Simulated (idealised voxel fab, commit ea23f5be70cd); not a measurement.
You're looking at the process module voxel released beams.
Each square cell in cross-section cut measures 5 nm, and the section as a whole is 150 nm wide.
Each cross-section below is a grid of square cells, stated as bands in top-down order, with one or more rows of cells making up each band. Basically the band line says how high the top is and how high the bottom is, in nm, and then what's in it from left to right, every material with its width in nm. Empty space shows up as "blank", and if a single material carries "all across" it runs the full band edge to edge. We count height from 0. Below that, the starting wafer is all one material. The lowest band never ends at the bottom but goes on down; see "z 0 and below" for how that is written. Note: "30 to 40" means the width goes from the first number (top row of the band) to the second number (bottom row) in equal steps per row of cells. Any step labelled "no modification" changed none of the cells in the cross-section. "Enclosed internal voids": sealed empty spaces, 8 cells or more, no open way to top, listed width x height at distance, with distance from the left edge and width, height and distance in nm. On each step's line, the part that comes after the settings is the simulator's own comment on the step. On any step carrying a mask, the "overlay nm" setting, if present on the step's line, tells how far right of its planned place the mask lay; negative values point to the left.

-- Planned step list for the process
1: RECEIVE (material Si)
2: CONFORMAL_DEP (material Al2O3; thk nm 10)
3: DIRECTIONAL_DEP (material SiO2; thk nm 10)
4: PATTERN (tone open; mask id ANCHOR; material resist; width nm 35; thk nm 15; overlay nm 0)
5: DIRECTIONAL_ETCH (etch materials SiO2; depth nm 10)
6: STRIP (etch materials resist)
7: CONFORMAL_DEP (material polySi; thk nm 10)
8: MASKED_ETCH (tone cover; mask id BEAM; width nm 80; etch materials polySi; depth nm 10; overlay nm 0)
9: STRIP (etch materials SiO2)

-- Of two wafers, the first: run according to plan

-- Wafer at receipt (post step 1), cross-section
* z 0 and below  Si all across
* Enclosed internal voids: none

-- The following cross-section depicts the wafer upon completion of step 2
* z 10 to 0  Al2O3 all across
* Rest of section, below 0: as before.

-- The following cross-section depicts the wafer upon completion of step 3
* z 20 to 10  SiO2 all across
* Rest of section, below 10: as before.

-- The following cross-section depicts the wafer upon completion of step 4
* z 35 to 20  resist 35, then blank 35, then resist 80
* Rest of section, below 20: as before.

-- The following cross-section depicts the wafer upon completion of step 5
* z 35 to 20  resist 35, then blank 35, then resist 80
* z 20 to 10  SiO2 35, then blank 35, then SiO2 80
* Rest of section, below 10: as before.

-- The following cross-section depicts the wafer upon completion of step 6
* z 20 to 10  SiO2 35, then blank 35, then SiO2 80
* Rest of section, below 10: as before.

-- The following cross-section depicts the wafer upon completion of step 7
* z 30 to 20  polySi 45, then blank 15, then polySi 90
* z 20 to 10  SiO2 35, then polySi 35, then SiO2 80
* Rest of section, below 10: as before.

-- The following cross-section depicts the wafer upon completion of step 8
* z 30 to 20  blank 30, then polySi 15, then blank 15, then polySi 50, then blank 40
* Rest of section, below 20: as before.

-- The following cross-section depicts the wafer upon completion of step 9
* z 30 to 20  blank 30, then polySi 15, then blank 15, then polySi 50, then blank 40
* z 20 to 10  blank 35, then polySi 35, then blank 80
* Rest of section, below 10: as before.

-- Second wafer: same start and same plan as the first, one execution error; identical to the first through step 1

-- Cross-section of the second wafer at the time step 2 of the plan should have ended
* z 10 to 0  SiO2 all across
* Rest of section, below 0: as before.

-- Cross-section of the second wafer at the time step 3 of the plan should have ended
* z 20 to 10  Al2O3 all across
* Rest of section, below 10: as before.

-- Cross-section of the second wafer at the time step 4 of the plan should have ended
* z 35 to 20  resist 35, then blank 35, then resist 80
* Rest of section, below 20: as before.

Cross-section of the second wafer at the time step 5 of the plan should have ended: no modification

-- Cross-section of the second wafer at the time step 6 of the plan should have ended
* z 20 to 10  Al2O3 all across
* Rest of section, below 10: as before.

-- Cross-section of the second wafer at the time step 7 of the plan should have ended
* z 30 to 20  polySi all across
* Rest of section, below 20: as before.

-- Cross-section of the second wafer at the time step 8 of the plan should have ended
* z 30 to 20  blank 30, then polySi 80, then blank 40
* Rest of section, below 20: as before.

Cross-section of the second wafer at the time step 9 of the plan should have ended: no modification
The mistake made against the process plan was this: plan steps 2 and 3 run swapped
Cell-count delta at end, second wafer over first, by material: 60 more of SiO2 | 8 fewer of polySi
